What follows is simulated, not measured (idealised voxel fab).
Process module name: voxel capacitor over wiring
Each square cell in cross-section cut measures 5 nm, and the section as a whole is 265 nm wide.
Cross-section = grid of square cells, listed top down in bands; band = one or more rows. The entry gives the band's vertical extent as a top height and a bottom height in nm, then its horizontal make-up as materials from left to right, each with a width in nm. "air" stands for empty space; a single material marked "edge to edge" fills the band edge to edge. Zero point of the height axis is 0; under it, received wafer = one material. Lowest band: continues down indefinitely, "0 down". When a width is written as two numbers, as in "30->40", the first number is the width in the top row of cells of the band and the second is the width in its bottom row, and the width changes by the same amount from each row to the next. Given "nothing altered" for a step, no cell of the cross-section differs between before and after that step. Sealed-off cavities: empty space of 8 cells or more with no open way to the top, each as width x height at its distance from the left edge, in nm. Anything after a step's settings on that line? It's the simulator's own note about the step. overlay nm: right-of-plan distance of the mask on a masked step; negative values mean left-of-plan. Read the rest as pairs. Take the cross-section before one process step, then the cross-section after it, which shows only down to the lowest band that changed. Under the pair, find the step between them and its settings. Bear in mind that pairs may come from different runs of this module on the same starting wafer: link a pair to the pair above it only where its entry headed "Before this step" says to.

Before this step
    35 to 20 = SiO2 edge to edge
    20 to 15 = SiCN edge to edge
    15 to 0 = SiO2 edge to edge
    0 down = Si edge to edge
    Sealed-off cavities: none

After
    35 to 20 = 80 SiO2 / 15 air / 70 SiO2 / 15 air / 85 SiO2
    Everything under 20 stays put, no change at all.
    Sealed-off cavities: none
In between the before and after cross-sections above, the step is op MASKED_ETCH | tone open | mask id METAL_1 | width nm 15 | pitch nm 85 | etch materials SiO2 | depth nm 15 | overlay nm 0

Before this step: nothing new to draw here, it's the after view of the pair just above.

After
    35 to 20 = 80 SiO2 / 15 air / 70 SiO2 / 15 air / 85 SiO2
    20 to 15 = 80 SiCN / 15 air / 70 SiCN / 15 air / 85 SiCN
    Everything under 15 stays put, no change at all.
    Sealed-off cavities: none
In between the before and after cross-sections above, the step is op MASKED_ETCH | tone open | mask id METAL_1 | width nm 25 | pitch nm 85 | etch materials SiCN | depth nm 5 | overlay nm 0

Before this step: nothing new to draw here, it's the after view of the pair just above.

After
    40 to 35 = 85 TiN / 5 air / 80 TiN / 5 air / 90 TiN
    35 to 20 = 80 SiO2 / 5 TiN / 5 air / 5 TiN / 70 SiO2 / 5 TiN / 5 air / 5 TiN / 85 SiO2
    20 to 15 = 80 SiCN / 15 TiN / 70 SiCN / 15 TiN / 85 SiCN
    Everything under 15 stays put, no change at all.
    Sealed-off cavities: none
In between the before and after cross-sections above, the step is op CONFORMAL_DEP | material TiN | thk nm 5

Before this step: nothing new to draw here, it's the after view of the pair just above.

After
    50 to 40 = Ru edge to edge
    40 to 35 = 85 TiN / 5 Ru / 80 TiN / 5 Ru / 90 TiN
    35 to 20 = 80 SiO2 / 5 TiN / 5 Ru / 5 TiN / 70 SiO2 / 5 TiN / 5 Ru / 5 TiN / 85 SiO2
    Everything under 20 stays put, no change at all.
    Sealed-off cavities: none
In between the before and after cross-sections above, the step is op FILL_DEP | material Ru | thk nm 10

Before this step: nothing new to draw here, it's the after view of the pair just above.

After
    35 to 20 = 80 SiO2 / 5 TiN / 5 Ru / 5 TiN / 70 SiO2 / 5 TiN / 5 Ru / 5 TiN / 85 SiO2
    Everything under 20 stays put, no change at all.
    Sealed-off cavities: none
In between the before and after cross-sections above, the step is op CMP | height nm 35

Before this step: nothing new to draw here, it's the after view of the pair just above.

After
    40 to 35 = 75 air / 25 Ru / 60 air / 25 Ru / 80 air
    Everything under 35 stays put, no change at all.
    Sealed-off cavities: none
In between the before and after cross-sections above, the step is op EPI | material Ru | thk nm 5

Before this step: nothing new to draw here, it's the after view of the pair just above.

After
    45 to 40 = SiCN edge to edge
    40 to 35 = 75 SiCN / 25 Ru / 60 SiCN / 25 Ru / 80 SiCN
    Everything under 35 stays put, no change at all.
    Sealed-off cavities: none
In between the before and after cross-sections above, the step is op FILL_DEP | material SiCN | thk nm 5

Before this step: nothing new to draw here, it's the after view of the pair just above.

After
    55 to 45 = SiO2 edge to edge
    Everything under 45 stays put, no change at all.
    Sealed-off cavities: none
In between the before and after cross-sections above, the step is op DIRECTIONAL_DEP | material SiO2 | thk nm 10

Before this step: nothing new to draw here, it's the after view of the pair just above.

After
    75 to 55 = 85 resist / 15 air / 165 resist
    Everything under 55 stays put, no change at all.
    Sealed-off cavities: none
In between the before and after cross-sections above, the step is op PATTERN | tone open | mask id PLUG_1 | material resist | width nm 15 | thk nm 20 | overlay nm 0

Before this step: nothing new to draw here, it's the after view of the pair just above.

After
    75 to 55 = 85 resist / 15 air / 165 resist
    55 to 45 = 85 SiO2 / 15 air / 165 SiO2
    Everything under 45 stays put, no change at all.
    Sealed-off cavities: none
In between the before and after cross-sections above, the step is op DIRECTIONAL_ETCH | etch materials SiO2 | depth nm 10

Before this step: nothing new to draw here, it's the after view of the pair just above.

After
    75 to 55 = 85 resist / 15 air / 165 resist
    55 to 45 = 85 SiO2 / 15 air / 165 SiO2
    45 to 40 = 85 SiCN / 15 air / 165 SiCN
    Everything under 40 stays put, no change at all.
    Sealed-off cavities: none
In between the before and after cross-sections above, the step is op DIRECTIONAL_ETCH | etch materials SiCN | depth nm 5

Before this step: nothing new to draw here, it's the after view of the pair just above.

After
    55 to 45 = 85 SiO2 / 15 air / 165 SiO2
    Everything under 45 stays put, no change at all.
    Sealed-off cavities: none
In between the before and after cross-sections above, the step is op STRIP | etch materials resist

Before this step: nothing new to draw here, it's the after view of the pair just above.

After
    60 to 55 = 90 TiN / 5 air / 170 TiN
    55 to 45 = 85 SiO2 / 5 TiN / 5 air / 5 TiN / 165 SiO2
    45 to 40 = 85 SiCN / 15 TiN / 165 SiCN
    Everything under 40 stays put, no change at all.
    Sealed-off cavities: none
In between the before and after cross-sections above, the step is op CONFORMAL_DEP | material TiN | thk nm 5

Before this step: nothing new to draw here, it's the after view of the pair just above.

After
    65 to 60 = Ru edge to edge
    60 to 55 = 90 TiN / 5 Ru / 170 TiN
    55 to 45 = 85 SiO2 / 5 TiN / 5 Ru / 5 TiN / 165 SiO2
    Everything under 45 stays put, no change at all.
    Sealed-off cavities: none
In between the before and after cross-sections above, the step is op FILL_DEP | material Ru | thk nm 5

Before this step: nothing new to draw here, it's the after view of the pair just above.

After
    55 to 45 = 85 SiO2 / 5 TiN / 5 Ru / 5 TiN / 165 SiO2
    Everything under 45 stays put, no change at all.
    Sealed-off cavities: none
In between the before and after cross-sections above, the step is op CMP | height nm 55

Before this step: nothing new to draw here, it's the after view of the pair just above.

After
    65 to 55 = TiN edge to edge
    Everything under 55 stays put, no change at all.
    Sealed-off cavities: none
In between the before and after cross-sections above, the step is op DIRECTIONAL_DEP | material TiN | thk nm 10

Before this step: nothing new to draw here, it's the after view of the pair just above.

After
    70 to 65 = SiN edge to edge
    Everything under 65 stays put, no change at all.
    Sealed-off cavities: none
In between the before and after cross-sections above, the step is op DIRECTIONAL_DEP | material SiN | thk nm 5

Before this step: nothing new to draw here, it's the after view of the pair just above.

After
    80 to 70 = TiN edge to edge
    Everything under 70 stays put, no change at all.
    Sealed-off cavities: none
In between the before and after cross-sections above, the step is op DIRECTIONAL_DEP | material TiN | thk nm 10

Before this step: nothing new to draw here, it's the after view of the pair just above.

After
    95 to 80 = aC edge to edge
    Everything under 80 stays put, no change at all.
    Sealed-off cavities: none
In between the before and after cross-sections above, the step is op DIRECTIONAL_DEP | material aC | thk nm 15

Before this step: nothing new to draw here, it's the after view of the pair just above.

After
    125 to 95 = 85 air / 65 resist / 115 air
    Everything under 95 stays put, no change at all.
    Sealed-off cavities: none
In between the before and after cross-sections above, the step is op PATTERN | tone cover | mask id UPPER_PLATE | material resist | width nm 65 | thk nm 30 | overlay nm 0

Before this step: nothing new to draw here, it's the after view of the pair just above.

After
    110 to 95 = 85 air / 65 resist / 115 air
    95 to 80 = 85 air / 65 aC / 115 air
    Everything under 80 stays put, no change at all.
    Sealed-off cavities: none
In between the before and after cross-sections above, the step is op DIRECTIONAL_ETCH | etch materials aC | depth nm 15

Before this step: nothing new to draw here, it's the after view of the pair just above.

After
    95 to 80 = 85 air / 65 aC / 115 air
    Everything under 80 stays put, no change at all.
    Sealed-off cavities: none
In between the before and after cross-sections above, the step is op STRIP | etch materials resist

Before this step: nothing new to draw here, it's the after view of the pair just above.

After
    95 to 80 = 85 air / 65 aC / 115 air
    80 to 70 = 85 air / 65 TiN / 115 air
    Everything under 70 stays put, no change at all.
    Sealed-off cavities: none
In between the before and after cross-sections above, the step is op DIRECTIONAL_ETCH | etch materials TiN | depth nm 10

Before this step: nothing new to draw here, it's the after view of the pair just above.

After
    95 to 80 = 85 air / 65 aC / 115 air
    80 to 70 = 85 air / 65 TiN / 115 air
    70 to 65 = 85 air / 65 SiN / 115 air
    Everything under 65 stays put, no change at all.
    Sealed-off cavities: none
In between the before and after cross-sections above, the step is op DIRECTIONAL_ETCH | etch materials SiN | depth nm 5

Before this step: nothing new to draw here, it's the after view of the pair just above.

After
    80 to 70 = 85 air / 65 TiN / 115 air
    Everything under 70 stays put, no change at all.
    Sealed-off cavities: none
In between the before and after cross-sections above, the step is op STRIP | etch materials aC

Before this step: nothing new to draw here, it's the after view of the pair just above.

After
    90 to 80 = 85 air / 65 aC / 115 air
    80 to 75 = 85 air / 65 TiN / 115 air
    75 to 70 = 85 aC / 65 TiN / 115 aC
    70 to 65 = 85 aC / 65 SiN / 115 aC
    Everything under 65 stays put, no change at all.
    Sealed-off cavities: none
In between the before and after cross-sections above, the step is op DIRECTIONAL_DEP | material aC | thk nm 10

Before this step: nothing new to draw here, it's the after view of the pair just above.

After
    120 to 90 = 80 air / 75 resist / 110 air
    90 to 80 = 80 air / 5 resist / 65 aC / 5 resist / 110 air
    80 to 75 = 80 air / 5 resist / 65 TiN / 5 resist / 110 air
    Everything under 75 stays put, no change at all.
    Sealed-off cavities: none
In between the before and after cross-sections above, the step is op PATTERN | tone cover | mask id LOWER_PLATE | material resist | width nm 75 | thk nm 30 | overlay nm 0

Before this step: nothing new to draw here, it's the after view of the pair just above.

After
    110 to 90 = 80 air / 75 resist / 110 air
    90 to 80 = 80 air / 5 resist / 65 aC / 5 resist / 110 air
    80 to 75 = 80 air / 5 resist / 65 TiN / 5 resist / 110 air
    75 to 70 = 80 air / 5 aC / 65 TiN / 5 aC / 110 air
    70 to 65 = 80 air / 5 aC / 65 SiN / 5 aC / 110 air
    Everything under 65 stays put, no change at all.
    Sealed-off cavities: none
In between the before and after cross-sections above, the step is op DIRECTIONAL_ETCH | etch materials aC | depth nm 10

Before this step: nothing new to draw here, it's the after view of the pair just above.

After
    90 to 80 = 85 air / 65 aC / 115 air
    80 to 75 = 85 air / 65 TiN / 115 air
    Everything under 75 stays put, no change at all.
    Sealed-off cavities: none
In between the before and after cross-sections above, the step is op STRIP | etch materials resist

Before this step: nothing new to draw here, it's the after view of the pair just above.

After
    90 to 80 = 85 air / 65 aC / 115 air
    80 to 75 = 85 air / 65 TiN / 115 air
    75 to 70 = 80 air / 5 aC / 65 TiN / 5 aC / 110 air
    70 to 65 = 80 air / 5 aC / 65 SiN / 5 aC / 110 air
    65 to 55 = 80 air / 75 TiN / 110 air
    Everything under 55 stays put, no change at all.
    Sealed-off cavities: none
In between the before and after cross-sections above, the step is op DIRECTIONAL_ETCH | etch materials TiN | depth nm 10

Before this step: nothing new to draw here, it's the after view of the pair just above.

After
    80 to 70 = 85 air / 65 TiN / 115 air
    70 to 65 = 85 air / 65 SiN / 115 air
    Everything under 65 stays put, no change at all.
    Sealed-off cavities: none
In between the before and after cross-sections above, the step is op STRIP | etch materials aC

Before this step: nothing new to draw here, it's the after view of the pair just above.

After
    95 to 80 = SiO2 edge to edge
    80 to 70 = 85 SiO2 / 65 TiN / 115 SiO2
    70 to 65 = 85 SiO2 / 65 SiN / 115 SiO2
    65 to 55 = 80 SiO2 / 75 TiN / 110 SiO2
    Everything under 55 stays put, no change at all.
    Sealed-off cavities: none
In between the before and after cross-sections above, the step is op FILL_DEP | material SiO2 | thk nm 15

Before this step: nothing new to draw here, it's the after view of the pair just above.

After
    90 to 80 = SiO2 edge to edge
    Everything under 80 stays put, no change at all.
    Sealed-off cavities: none
In between the before and after cross-sections above, the step is op CMP | height nm 90

Before this step: nothing new to draw here, it's the after view of the pair just above.

After
    90 to 80 = 95 SiO2 / 15 air / 155 SiO2
    Everything under 80 stays put, no change at all.
    Sealed-off cavities: none
In between the before and after cross-sections above, the step is op MASKED_ETCH | tone open | mask id PLUG_2 | width nm 15 | etch materials SiO2 | depth nm 10 | overlay nm 0

Before this step: nothing new to draw here, it's the after view of the pair just above.

After
    95 to 90 = 100 TiN / 5 air / 160 TiN
    90 to 85 = 95 SiO2 / 5 TiN / 5 air / 5 TiN / 155 SiO2
    85 to 80 = 95 SiO2 / 15 TiN / 155 SiO2
    Everything under 80 stays put, no change at all.
    Sealed-off cavities: none
In between the before and after cross-sections above, the step is op CONFORMAL_DEP | material TiN | thk nm 5

Before this step: nothing new to draw here, it's the after view of the pair just above.

After
    105 to 95 = Ru edge to edge
    95 to 90 = 100 TiN / 5 Ru / 160 TiN
    90 to 85 = 95 SiO2 / 5 TiN / 5 Ru / 5 TiN / 155 SiO2
    Everything under 85 stays put, no change at all.
    Sealed-off cavities: none
In between the before and after cross-sections above, the step is op FILL_DEP | material Ru | thk nm 10

Before this step: nothing new to draw here, it's the after view of the pair just above.

After
    90 to 85 = 95 SiO2 / 5 TiN / 5 Ru / 5 TiN / 155 SiO2
    Everything under 85 stays put, no change at all.
    Sealed-off cavities: none
In between the before and after cross-sections above, the step is op CMP | height nm 90

Before this step: nothing new to draw here, it's the after view of the pair just above.

After
    95 to 90 = SiCN edge to edge
    Everything under 90 stays put, no change at all.
    Sealed-off cavities: none
In between the before and after cross-sections above, the step is op CONFORMAL_DEP | material SiCN | thk nm 5

Before this step
    35 to 20 = SiO2 edge to edge
    20 to 15 = SiCN edge to edge
    15 to 0 = SiO2 edge to edge
    0 down = Si edge to edge
    Sealed-off cavities: none

After
    35 to 20 = 65 SiO2 / 25 air / 60 SiO2 / 25 air / 90 SiO2
    Everything under 20 stays put, no change at all.
    Sealed-off cavities: none
In between the before and after cross-sections above, the step is op MASKED_ETCH | tone open | mask id METAL_1 | width nm 25 | pitch nm 85 | etch materials SiO2 | depth nm 15 | overlay nm -10

Before this step: nothing new to draw here, it's the after view of the pair just above.

After
    35 to 20 = 65 SiO2 / 25 air / 60 SiO2 / 25 air / 90 SiO2
    20 to 15 = 75 SiCN / 15 air / 70 SiCN / 15 air / 90 SiCN
    Everything under 15 stays put, no change at all.
    Sealed-off cavities: none
In between the before and after cross-sections above, the step is op MASKED_ETCH | tone open | mask id METAL_1 | width nm 25 | pitch nm 85 | etch materials SiCN | depth nm 5 | overlay nm 0

Before this step: nothing new to draw here, it's the after view of the pair just above.

After
    40 to 35 = 70 TiN / 15 air / 70 TiN / 15 air / 95 TiN
    35 to 25 = 65 SiO2 / 5 TiN / 15 air / 5 TiN / 60 SiO2 / 5 TiN / 15 air / 5 TiN / 90 SiO2
    25 to 20 = 65 SiO2 / 15 TiN / 5 air / 5 TiN / 60 SiO2 / 15 TiN / 5 air / 5 TiN / 90 SiO2
    20 to 15 = 75 SiCN / 15 TiN / 70 SiCN / 15 TiN / 90 SiCN
    Everything under 15 stays put, no change at all.
    Sealed-off cavities: none
In between the before and after cross-sections above, the step is op CONFORMAL_DEP | material TiN | thk nm 5

Before this step: nothing new to draw here, it's the after view of the pair just above.

After
    50 to 40 = Ru edge to edge
    40 to 35 = 70 TiN / 15 Ru / 70 TiN / 15 Ru / 95 TiN
    35 to 25 = 65 SiO2 / 5 TiN / 15 Ru / 5 TiN / 60 SiO2 / 5 TiN / 15 Ru / 5 TiN / 90 SiO2
    25 to 20 = 65 SiO2 / 15 TiN / 5 Ru / 5 TiN / 60 SiO2 / 15 TiN / 5 Ru / 5 TiN / 90 SiO2
    Everything under 20 stays put, no change at all.
    Sealed-off cavities: none
In between the before and after cross-sections above, the step is op FILL_DEP | material Ru | thk nm 10

Before this step: nothing new to draw here, it's the after view of the pair just above.

After
    35 to 25 = 65 SiO2 / 5 TiN / 15 Ru / 5 TiN / 60 SiO2 / 5 TiN / 15 Ru / 5 TiN / 90 SiO2
    Everything under 25 stays put, no change at all.
    Sealed-off cavities: none
In between the before and after cross-sections above, the step is op CMP | height nm 35

Before this step: nothing new to draw here, it's the after view of the pair just above.

After
    40 to 35 = 60 air / 35 Ru / 50 air / 35 Ru / 85 air
    Everything under 35 stays put, no change at all.
    Sealed-off cavities: none
In between the before and after cross-sections above, the step is op EPI | material Ru | thk nm 5

Before this step: nothing new to draw here, it's the after view of the pair just above.

After
    45 to 40 = SiCN edge to edge
    40 to 35 = 60 SiCN / 35 Ru / 50 SiCN / 35 Ru / 85 SiCN
    Everything under 35 stays put, no change at all.
    Sealed-off cavities: none
In between the before and after cross-sections above, the step is op FILL_DEP | material SiCN | thk nm 5

Before this step: nothing new to draw here, it's the after view of the pair just above.

After
    55 to 45 = SiO2 edge to edge
    Everything under 45 stays put, no change at all.
    Sealed-off cavities: none
In between the before and after cross-sections above, the step is op DIRECTIONAL_DEP | material SiO2 | thk nm 10

Before this step: nothing new to draw here, it's the after view of the pair just above.

After
    75 to 55 = 85 resist / 15 air / 165 resist
    Everything under 55 stays put, no change at all.
    Sealed-off cavities: none
In between the before and after cross-sections above, the step is op PATTERN | tone open | mask id PLUG_1 | material resist | width nm 15 | thk nm 20 | overlay nm 0

Before this step: nothing new to draw here, it's the after view of the pair just above.

After
    75 to 55 = 85 resist / 15 air / 165 resist
    55 to 45 = 85 SiO2 / 15 air / 165 SiO2
    Everything under 45 stays put, no change at all.
    Sealed-off cavities: none
In between the before and after cross-sections above, the step is op DIRECTIONAL_ETCH | etch materials SiO2 | depth nm 10

Before this step: nothing new to draw here, it's the after view of the pair just above.

After
    75 to 55 = 85 resist / 15 air / 165 resist
    55 to 45 = 85 SiO2 / 15 air / 165 SiO2
    45 to 40 = 85 SiCN / 15 air / 165 SiCN
    Everything under 40 stays put, no change at all.
    Sealed-off cavities: none
In between the before and after cross-sections above, the step is op DIRECTIONAL_ETCH | etch materials SiCN | depth nm 5

Before this step: nothing new to draw here, it's the after view of the pair just above.

After
    55 to 45 = 85 SiO2 / 15 air / 165 SiO2
    Everything under 45 stays put, no change at all.
    Sealed-off cavities: none
In between the before and after cross-sections above, the step is op STRIP | etch materials resist

Before this step: nothing new to draw here, it's the after view of the pair just above.

After
    60 to 55 = 90 TiN / 5 air / 170 TiN
    55 to 45 = 85 SiO2 / 5 TiN / 5 air / 5 TiN / 165 SiO2
    45 to 40 = 85 SiCN / 15 TiN / 165 SiCN
    Everything under 40 stays put, no change at all.
    Sealed-off cavities: none
In between the before and after cross-sections above, the step is op CONFORMAL_DEP | material TiN | thk nm 5

Before this step: nothing new to draw here, it's the after view of the pair just above.

After
    65 to 60 = Ru edge to edge
    60 to 55 = 90 TiN / 5 Ru / 170 TiN
    55 to 45 = 85 SiO2 / 5 TiN / 5 Ru / 5 TiN / 165 SiO2
    Everything under 45 stays put, no change at all.
    Sealed-off cavities: none
In between the before and after cross-sections above, the step is op FILL_DEP | material Ru | thk nm 5

Before this step: nothing new to draw here, it's the after view of the pair just above.

After
    55 to 45 = 85 SiO2 / 5 TiN / 5 Ru / 5 TiN / 165 SiO2
    Everything under 45 stays put, no change at all.
    Sealed-off cavities: none
In between the before and after cross-sections above, the step is op CMP | height nm 55

Before this step: nothing new to draw here, it's the after view of the pair just above.

After
    65 to 55 = TiN edge to edge
    Everything under 55 stays put, no change at all.
    Sealed-off cavities: none
In between the before and after cross-sections above, the step is op DIRECTIONAL_DEP | material TiN | thk nm 10

Before this step: nothing new to draw here, it's the after view of the pair just above.

After
    70 to 65 = SiN edge to edge
    Everything under 65 stays put, no change at all.
    Sealed-off cavities: none
In between the before and after cross-sections above, the step is op DIRECTIONAL_DEP | material SiN | thk nm 5

Before this step: nothing new to draw here, it's the after view of the pair just above.

After
    80 to 70 = TiN edge to edge
    Everything under 70 stays put, no change at all.
    Sealed-off cavities: none
In between the before and after cross-sections above, the step is op DIRECTIONAL_DEP | material TiN | thk nm 10

Before this step: nothing new to draw here, it's the after view of the pair just above.

After
    95 to 80 = aC edge to edge
    Everything under 80 stays put, no change at all.
    Sealed-off cavities: none
In between the before and after cross-sections above, the step is op DIRECTIONAL_DEP | material aC | thk nm 15

Before this step: nothing new to draw here, it's the after view of the pair just above.

After
    125 to 95 = 85 air / 65 resist / 115 air
    Everything under 95 stays put, no change at all.
    Sealed-off cavities: none
In between the before and after cross-sections above, the step is op PATTERN | tone cover | mask id UPPER_PLATE | material resist | width nm 65 | thk nm 30 | overlay nm 0

Before this step: nothing new to draw here, it's the after view of the pair just above.

After
    110 to 95 = 85 air / 65 resist / 115 air
    95 to 80 = 85 air / 65 aC / 115 air
    Everything under 80 stays put, no change at all.
    Sealed-off cavities: none
In between the before and after cross-sections above, the step is op DIRECTIONAL_ETCH | etch materials aC | depth nm 15

Before this step: nothing new to draw here, it's the after view of the pair just above.

After
    95 to 80 = 85 air / 65 aC / 115 air
    Everything under 80 stays put, no change at all.
    Sealed-off cavities: none
In between the before and after cross-sections above, the step is op STRIP | etch materials resist

Before this step: nothing new to draw here, it's the after view of the pair just above.

After
    95 to 80 = 85 air / 65 aC / 115 air
    80 to 70 = 85 air / 65 TiN / 115 air
    Everything under 70 stays put, no change at all.
    Sealed-off cavities: none
In between the before and after cross-sections above, the step is op DIRECTIONAL_ETCH | etch materials TiN | depth nm 10

Before this step: nothing new to draw here, it's the after view of the pair just above.

After
    95 to 80 = 85 air / 65 aC / 115 air
    80 to 70 = 85 air / 65 TiN / 115 air
    70 to 65 = 85 air / 65 SiN / 115 air
    Everything under 65 stays put, no change at all.
    Sealed-off cavities: none
In between the before and after cross-sections above, the step is op DIRECTIONAL_ETCH | etch materials SiN | depth nm 5

Before this step: nothing new to draw here, it's the after view of the pair just above.

After
    80 to 70 = 85 air / 65 TiN / 115 air
    Everything under 70 stays put, no change at all.
    Sealed-off cavities: none
In between the before and after cross-sections above, the step is op STRIP | etch materials aC

Before this step: nothing new to draw here, it's the after view of the pair just above.

After
    90 to 80 = 85 air / 65 aC / 115 air
    80 to 75 = 85 air / 65 TiN / 115 air
    75 to 70 = 85 aC / 65 TiN / 115 aC
    70 to 65 = 85 aC / 65 SiN / 115 aC
    Everything under 65 stays put, no change at all.
    Sealed-off cavities: none
In between the before and after cross-sections above, the step is op DIRECTIONAL_DEP | material aC | thk nm 10

Before this step: nothing new to draw here, it's the after view of the pair just above.

After
    120 to 90 = 80 air / 75 resist / 110 air
    90 to 80 = 80 air / 5 resist / 65 aC / 5 resist / 110 air
    80 to 75 = 80 air / 5 resist / 65 TiN / 5 resist / 110 air
    Everything under 75 stays put, no change at all.
    Sealed-off cavities: none
In between the before and after cross-sections above, the step is op PATTERN | tone cover | mask id LOWER_PLATE | material resist | width nm 75 | thk nm 30 | overlay nm 0

Before this step: nothing new to draw here, it's the after view of the pair just above.

After
    110 to 90 = 80 air / 75 resist / 110 air
    90 to 80 = 80 air / 5 resist / 65 aC / 5 resist / 110 air
    80 to 75 = 80 air / 5 resist / 65 TiN / 5 resist / 110 air
    75 to 70 = 80 air / 5 aC / 65 TiN / 5 aC / 110 air
    70 to 65 = 80 air / 5 aC / 65 SiN / 5 aC / 110 air
    Everything under 65 stays put, no change at all.
    Sealed-off cavities: none
In between the before and after cross-sections above, the step is op DIRECTIONAL_ETCH | etch materials aC | depth nm 10

Before this step: nothing new to draw here, it's the after view of the pair just above.

After
    90 to 80 = 85 air / 65 aC / 115 air
    80 to 75 = 85 air / 65 TiN / 115 air
    Everything under 75 stays put, no change at all.
    Sealed-off cavities: none
In between the before and after cross-sections above, the step is op STRIP | etch materials resist

Before this step: nothing new to draw here, it's the after view of the pair just above.

After
    90 to 80 = 85 air / 65 aC / 115 air
    80 to 75 = 85 air / 65 TiN / 115 air
    75 to 70 = 80 air / 5 aC / 65 TiN / 5 aC / 110 air
    70 to 65 = 80 air / 5 aC / 65 SiN / 5 aC / 110 air
    65 to 55 = 80 air / 75 TiN / 110 air
    Everything under 55 stays put, no change at all.
    Sealed-off cavities: none
In between the before and after cross-sections above, the step is op DIRECTIONAL_ETCH | etch materials TiN | depth nm 10

Before this step: nothing new to draw here, it's the after view of the pair just above.

After
    80 to 70 = 85 air / 65 TiN / 115 air
    70 to 65 = 85 air / 65 SiN / 115 air
    Everything under 65 stays put, no change at all.
    Sealed-off cavities: none
In between the before and after cross-sections above, the step is op STRIP | etch materials aC

Before this step: nothing new to draw here, it's the after view of the pair just above.

After
    95 to 80 = SiO2 edge to edge
    80 to 70 = 85 SiO2 / 65 TiN / 115 SiO2
    70 to 65 = 85 SiO2 / 65 SiN / 115 SiO2
    65 to 55 = 80 SiO2 / 75 TiN / 110 SiO2
    Everything under 55 stays put, no change at all.
    Sealed-off cavities: none
In between the before and after cross-sections above, the step is op FILL_DEP | material SiO2 | thk nm 15

Before this step: nothing new to draw here, it's the after view of the pair just above.

After
    90 to 80 = SiO2 edge to edge
    Everything under 80 stays put, no change at all.
    Sealed-off cavities: none
In between the before and after cross-sections above, the step is op CMP | height nm 90

Before this step: nothing new to draw here, it's the after view of the pair just above.

After
    90 to 80 = 95 SiO2 / 15 air / 155 SiO2
    Everything under 80 stays put, no change at all.
    Sealed-off cavities: none
In between the before and after cross-sections above, the step is op MASKED_ETCH | tone open | mask id PLUG_2 | width nm 15 | etch materials SiO2 | depth nm 10 | overlay nm 0

Before this step: nothing new to draw here, it's the after view of the pair just above.

After
    95 to 90 = 100 TiN / 5 air / 160 TiN
    90 to 85 = 95 SiO2 / 5 TiN / 5 air / 5 TiN / 155 SiO2
    85 to 80 = 95 SiO2 / 15 TiN / 155 SiO2
    Everything under 80 stays put, no change at all.
    Sealed-off cavities: none
In between the before and after cross-sections above, the step is op CONFORMAL_DEP | material TiN | thk nm 5

Before this step: nothing new to draw here, it's the after view of the pair just above.

After
    105 to 95 = Ru edge to edge
    95 to 90 = 100 TiN / 5 Ru / 160 TiN
    90 to 85 = 95 SiO2 / 5 TiN / 5 Ru / 5 TiN / 155 SiO2
    Everything under 85 stays put, no change at all.
    Sealed-off cavities: none
In between the before and after cross-sections above, the step is op FILL_DEP | material Ru | thk nm 10

Before this step: nothing new to draw here, it's the after view of the pair just above.

After
    90 to 85 = 95 SiO2 / 5 TiN / 5 Ru / 5 TiN / 155 SiO2
    Everything under 85 stays put, no change at all.
    Sealed-off cavities: none
In between the before and after cross-sections above, the step is op CMP | height nm 90

Before this step: nothing new to draw here, it's the after view of the pair just above.

After
    95 to 90 = SiCN edge to edge
    Everything under 90 stays put, no change at all.
    Sealed-off cavities: none
In between the before and after cross-sections above, the step is op CONFORMAL_DEP | material SiCN | thk nm 5

Before this step
    55 to 45 = 85 SiO2 / 5 TiN / 5 Ru / 5 TiN / 165 SiO2
    45 to 40 = 85 SiCN / 15 TiN / 165 SiCN
    40 to 35 = 70 SiCN / 35 Ru / 50 SiCN / 35 Ru / 75 SiCN
    35 to 20 = 75 SiO2 / 5 TiN / 15 Ru / 5 TiN / 60 SiO2 / 5 TiN / 15 Ru / 5 TiN / 80 SiO2
    20 to 15 = 75 SiCN / 25 TiN / 60 SiCN / 25 TiN / 80 SiCN
    15 to 0 = SiO2 edge to edge
    0 down = Si edge to edge
    Sealed-off cavities: none

After
    65 to 55 = SiO2 edge to edge
    Everything under 55 stays put, no change at all.
    Sealed-off cavities: none
In between the before and after cross-sections above, the step is op DIRECTIONAL_DEP | material SiO2 | thk nm 10

Before this step: nothing new to draw here, it's the after view of the pair just above.

After
    70 to 65 = SiN edge to edge
    Everything under 65 stays put, no change at all.
    Sealed-off cavities: none
In between the before and after cross-sections above, the step is op DIRECTIONAL_DEP | material SiN | thk nm 5

Before this step: nothing new to draw here, it's the after view of the pair just above.

After
    80 to 70 = TiN edge to edge
    Everything under 70 stays put, no change at all.
    Sealed-off cavities: none
In between the before and after cross-sections above, the step is op DIRECTIONAL_DEP | material TiN | thk nm 10

Before this step: nothing new to draw here, it's the after view of the pair just above.

After
    95 to 80 = aC edge to edge
    Everything under 80 stays put, no change at all.
    Sealed-off cavities: none
In between the before and after cross-sections above, the step is op DIRECTIONAL_DEP | material aC | thk nm 15

Before this step: nothing new to draw here, it's the after view of the pair just above.

After
    125 to 95 = 85 air / 65 resist / 115 air
    Everything under 95 stays put, no change at all.
    Sealed-off cavities: none
In between the before and after cross-sections above, the step is op PATTERN | tone cover | mask id UPPER_PLATE | material resist | width nm 65 | thk nm 30 | overlay nm 0

Before this step: nothing new to draw here, it's the after view of the pair just above.

After
    110 to 95 = 85 air / 65 resist / 115 air
    95 to 80 = 85 air / 65 aC / 115 air
    Everything under 80 stays put, no change at all.
    Sealed-off cavities: none
In between the before and after cross-sections above, the step is op DIRECTIONAL_ETCH | etch materials aC | depth nm 15

Before this step: nothing new to draw here, it's the after view of the pair just above.

After
    95 to 80 = 85 air / 65 aC / 115 air
    Everything under 80 stays put, no change at all.
    Sealed-off cavities: none
In between the before and after cross-sections above, the step is op STRIP | etch materials resist

Before this step: nothing new to draw here, it's the after view of the pair just above.

After
    95 to 80 = 85 air / 65 aC / 115 air
    80 to 70 = 85 air / 65 TiN / 115 air
    Everything under 70 stays put, no change at all.
    Sealed-off cavities: none
In between the before and after cross-sections above, the step is op DIRECTIONAL_ETCH | etch materials TiN | depth nm 10

Before this step: nothing new to draw here, it's the after view of the pair just above.

After
    95 to 80 = 85 air / 65 aC / 115 air
    80 to 70 = 85 air / 65 TiN / 115 air
    70 to 65 = 85 air / 65 SiN / 115 air
    Everything under 65 stays put, no change at all.
    Sealed-off cavities: none
In between the before and after cross-sections above, the step is op DIRECTIONAL_ETCH | etch materials SiN | depth nm 5

Before this step: nothing new to draw here, it's the after view of the pair just above.

After
    80 to 70 = 85 air / 65 TiN / 115 air
    Everything under 70 stays put, no change at all.
    Sealed-off cavities: none
In between the before and after cross-sections above, the step is op STRIP | etch materials aC
